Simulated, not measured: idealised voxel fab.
voxel fin reveal: a process module
Square cell edge 5 nm, section width 250 nm, ID cut.
In this document a cross-section is written as a grid of square cells. It is given as a series of bands, listed from the top down, and a band is one or more rows of cells.
Within each band entry, the heights of the top and of the bottom of the band appear first, in that order and in nm; the materials of the band then follow from left to right, each with its corresponding width in nm. The designation "full width" on a single material indicates that it fills the band from edge to edge; the designation "empty" indicates empty space.
All heights in this document are referenced to 0, defined as the level beneath which the wafer, as received, consists entirely of one material. The lowest band is not bounded below; it extends indefinitely downward and is written in the form "top 0, no bottom".
Per-row width for "30->40": begins at first number (top row of band), ends at second number (bottom row), increment between rows held constant.
The designation "remained unchanged", where it is given for a processing step, indicates that no cell of the cross-section was altered in the course of that step.
Basically, "Closed void register" tells you about the enclosed voids: empty spaces with no open way to the top, 8 cells or bigger, each written width x height at distance, where distance is from the left edge, all in nm.
Formally, on a step line, whatever follows the settings is a remark that the simulator itself makes on the step.
overlay nm: where the mask lay relative to plan, measured to the right, on steps with a mask; negatives go left.
Listed below are the process steps as planned:
| 1 | RECEIVE,material Si |
| 2 | CONFORMAL_DEP,material SiN,thk nm 10 |
| 3 | DIRECTIONAL_DEP,material aC,thk nm 15 |
| 4 | PATTERN,tone cover,mask id FINS,material resist,width nm 15,pitch nm 40,thk nm 35,overlay nm 0 |
| 5 | DIRECTIONAL_ETCH,etch materials aC,depth nm 15 |
| 6 | STRIP,etch materials resist |
| 7 | DIRECTIONAL_ETCH,etch materials SiN,depth nm 10 |
| 8 | DIRECTIONAL_ETCH,etch materials Si,depth nm 30 |
| 9 | STRIP,etch materials aC |
| 10 | OXIDIZE,depth nm 5 |
| 11 | FILL_DEP,material SiO2,thk nm 5 |
| 12 | CMP,height nm 10 |
| 13 | SELECTIVE_ETCH,etch materials SiO2,depth nm 30 |
| 14 | STRIP,etch materials SiN |
| 15 | CONFORMAL_DEP,material SiO2,thk nm 5 |
Wafer as received: cross-section following step 1:
    top 0, no bottom | Si full width
    Closed void register: none
The plan above was carried out on the starting structure above with one mistake, and this cross-section shows the wafer at the end of the module:
    top 5, bottom 0 | empty 75 nm, then SiO2 15 nm, then empty 25 nm, then SiO2 15 nm, then empty 25 nm, then SiO2 15 nm, then empty 80 nm
    top 0, bottom -15 | empty 75 nm, then SiO2 5 nm, then Si 5 nm, then SiO2 5 nm, then empty 25 nm, then SiO2 5 nm, then Si 5 nm, then SiO2 5 nm, then empty 25 nm, then SiO2 5 nm, then Si 5 nm, then SiO2 5 nm, then empty 80 nm
    top -15, bottom -25 | SiO2 50 nm, then empty 25 nm, then SiO2 5 nm, then Si 5 nm, then SiO2 5 nm, then empty 25 nm, then SiO2 5 nm, then Si 5 nm, then SiO2 5 nm, then empty 25 nm, then SiO2 5 nm, then Si 5 nm, then SiO2 5 nm, then empty 25 nm, then SiO2 55 nm
    top -25, bottom -35 | SiO2 80 nm, then Si 5 nm, then SiO2 35 nm, then Si 5 nm, then SiO2 35 nm, then Si 5 nm, then SiO2 85 nm
    top -35, no bottom | Si full width
    Closed void register: none
Plan not followed: steps 13 and 14 of the plan were each performed in the slot designated for the other
